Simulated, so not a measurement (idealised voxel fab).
The process module that follows is named voxel self aligned contacts.
We display cut, a cross-section 275 nm in width whose square cells are each 5 nm.
Cross-section = grid of square cells, listed top down in bands; band = one or more rows. The band entry comprises the height of the band's top followed by the height of its bottom, expressed in nm, and subsequently the band's materials from left to right, each stated together with its width in nm. Where a single material is marked with the word "all across", that material fills the band from edge to edge. The word "empty" represents empty space. Height reference: 0 = level under which incoming wafer is all one material. Lowest band: no bottom, runs on downward, e.g. "0 nm and below". It should be noted that a width expressed as "30->40" varies in equal increments from row to row of cells within the band, taking the value of the first number at the top row and that of the second number at the bottom row. "no alterations made" means the step left every cell of the cross-section as it was. If an empty space has no open way to the top and is at least 8 cells in size, "Sealed void inventory" lists it, written width x height at distance, where distance is measured from the left edge and every value is in nm. Read whatever lies past the settings on a step's line as the simulator's own remark about the step. The setting "overlay nm" may be written on the line of a step. When the step uses a mask, the value reports how far to the right of the planned place the mask lay, and a negative value reports that it lay to the left.
The planned process steps are enumerated hereunder:
1) RECEIVE | material Si
2) OXIDIZE | depth nm 5
3) DIRECTIONAL_DEP | material polySi | thk nm 30
4) DIRECTIONAL_DEP | material SiN | thk nm 20
5) PATTERN | tone cover | mask id GATE | material resist | width nm 35 | pitch nm 65 | thk nm 20 | overlay nm 0
6) DIRECTIONAL_ETCH | etch materials SiN | depth nm 20
7) DIRECTIONAL_ETCH | etch materials polySi | depth nm 30
8) STRIP | etch materials resist
9) CONFORMAL_DEP | material SiN | thk nm 5
10) DIRECTIONAL_ETCH | etch materials SiN | depth nm 5
11) FILL_DEP | material SiO2 | thk nm 10
12) CMP | height nm 55
13) PATTERN | tone open | mask id CONTACT | material resist | width nm 40 | pitch nm 65 | thk nm 15 | overlay nm 0
14) DIRECTIONAL_ETCH | etch materials SiO2 | depth nm 60
15) STRIP | etch materials resist
16) CONFORMAL_DEP | material TiN | thk nm 5
17) FILL_DEP | material W | thk nm 5
18) CMP | height nm 55
19) CONFORMAL_DEP | material SiCN | thk nm 5
So this is the incoming wafer in cross-section - it's already been through step 1:
  0 nm and below  Si all across
  Sealed void inventory: none
The following cross-section depicts the wafer upon conclusion of the module. Processing commenced from the starting condition illustrated above and adhered to the plan illustrated above, save for one mistake in execution:
  60 nm to 55 nm  SiCN all across
  55 nm to 50 nm  SiO2=50 | SiN=45 | TiN=20 | SiN=45 | TiN=20 | SiN=45 | SiO2=50
  50 nm to 30 nm  SiN all across
  30 nm to 0 nm  polySi all across
  0 nm to -5 nm  SiO2 all across
  -5 nm and below  Si all across
  Sealed void inventory: none
Diagnosis: plan step 4 was conducted twice
